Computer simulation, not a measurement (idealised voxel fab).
voxel released beams: a process module
Cross-section cut: width 195 nm, square cells of 5 nm.
In this document a cross-section is written as a grid of square cells. It is given as a series of bands, listed from the top down, and a band is one or more rows of cells. Each band's line starts with the height of the band's top and of its bottom, in nm. Then come its materials from left to right, each with its width in nm. One material with "edge to edge" fills the band from edge to edge. "empty" is empty space. Heights are measured from 0, the level below which the as-received wafer is all one material; the lowest band has no bottom and continues downward, written as in "from 0 down". Quick explanation for "30..40": the width changes in equal steps down the rows of cells, from the first number in the band's top row to the second number in its bottom row. Basically "same as before" means that step didn't change any cell in the cross-section. Each empty space that has no open way to the top and spans at least 8 cells appears under "Fully sealed cavities" as width x height at distance, the distance counted from the left edge, all in nm. Heads up: the bit after the settings on a step's line is the simulator's remark on that step. overlay nm: on a step with a mask, how far right of its planned place the mask lay; negative means left.

[Process steps - plan]
1,RECEIVE: material Si
2,CONFORMAL_DEP: material Al2O3, thk nm 10
3,DIRECTIONAL_DEP: material SiO2, thk nm 15
4,DIRECTIONAL_DEP: material aC, thk nm 10
5,PATTERN: tone open, mask id ANCHOR, material resist, width nm 40, thk nm 30, overlay nm 0
6,DIRECTIONAL_ETCH: etch materials aC, depth nm 10
7,STRIP: etch materials resist
8,DIRECTIONAL_ETCH: etch materials SiO2, depth nm 15
9,STRIP: etch materials aC
10,CONFORMAL_DEP: material SiN, thk nm 15
11,MASKED_ETCH: tone cover, mask id BEAM, width nm 85, etch materials SiN, depth nm 15, overlay nm 0
12,STRIP: etch materials SiO2

[Shown in cross-section is the wafer as received, that is, as it stands after step 1]
* from 0 down: Si edge to edge
* Fully sealed cavities: none

[Here's the cross-section of the first of our two wafers at the end of the module - it ran as planned]
* from 40 to 25: 50 empty, 20 SiN, 10 empty, 55 SiN, 60 empty
* from 25 to 10: 55 empty, 40 SiN, 100 empty
* from 10 to 0: Al2O3 edge to edge
* from 0 down: Si edge to edge
* Fully sealed cavities: none

[What the second wafer looks like in cross-section once the module is done. Its start and its plan matched the first wafer's exactly; what differed was one mistake in how it was run]
* from 40 to 25: 50 empty, 85 SiN, 60 empty
* from 25 to 15: Al2O3 edge to edge
* from 15 to 0: SiO2 edge to edge
* from 0 down: Si edge to edge
* Fully sealed cavities: none
Run error: the run placed steps 2 and 3 each in the position the plan gave to the other
Cell-count delta at end, second wafer over first, by material: SiN -18; SiO2 +117
